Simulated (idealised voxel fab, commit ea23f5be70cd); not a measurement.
process module | voxel air gaps
cross-section cut | 155 nm wide | cells 5 nm
A cross-section is a grid of square cells, given in bands from the top down. A band is one or more rows of cells.
Each band's line starts with the height of the band's top and of its bottom, in nm. Then come its materials from left to right, each with its width in nm. One material with "throughout" fills the band from edge to edge. "air" is empty space.
Height 0 is the level under which the wafer as received is all one material. The lowest band goes on downwards, as in "0 down".
A width such as "30 to 40" changes by the same amount from each row of cells to the next, from the band's top row to its bottom row.
"no change" after a step means that no cell of the cross-section changed.
closed voids: empty space of 8 cells or more with no open way to the top, each as width x height at its distance from the left edge, in nm
after a step's settings: what the simulator itself notes on the step
overlay nm, on a step with a mask: how far to the right of its planned place the mask lay; to the left if negative
plan
1 op RECEIVE | material Si
2 op CONFORMAL_DEP | material SiO2 | thk nm 10
3 op CONFORMAL_DEP | material SiCN | thk nm 5
4 op DIRECTIONAL_DEP | material lowk | thk nm 30
5 op DIRECTIONAL_DEP | material aC | thk nm 10
6 op PATTERN | tone open | mask id LINES | material resist | width nm 20 | pitch nm 45 | thk nm 25 | overlay nm -5
7 op DIRECTIONAL_ETCH | etch materials aC | depth nm 10
8 op STRIP | etch materials resist
9 op DIRECTIONAL_ETCH | etch materials lowk | depth nm 30
10 op STRIP | etch materials aC
11 op CONFORMAL_DEP | material TiN | thk nm 5
12 op FILL_DEP | material Cu | thk nm 5
13 op CMP | height nm 45
14 op EPI | material Ru | thk nm 10
15 op SELECTIVE_ETCH | etch materials lowk | depth nm 40
16 op CONFORMAL_DEP | material SiCN | thk nm 5
varied across the wafers: overlay nm of step 6. The plan shows the first wafer's value. All wafers start alike
first wafer as received, after step 1
  0 down: Si throughout
  closed voids: none
each wafer at the end: cells of each material gained (+) or lost (-) since it was received, then its closed voids
overlay nm -5 | +30 Cu | +48 Ru | +126 SiCN | +62 SiO2 | +42 TiN | closed voids: 10 x 20 at 0; 15 x 20 at 40; 15 x 20 at 85
overlay nm 0 | +30 Cu | +48 Ru | +126 SiCN | +62 SiO2 | +42 TiN | closed voids: 15 x 20 at 45; 15 x 20 at 90
overlay nm 5 | +30 Cu | +48 Ru | +126 SiCN | +62 SiO2 | +42 TiN | closed voids: 15 x 20 at 50; 15 x 20 at 95
overlay nm 10 | +30 Cu | +48 Ru | +126 SiCN | +62 SiO2 | +42 TiN | closed voids: 15 x 20 at 55; 15 x 20 at 100; 10 x 20 at 145
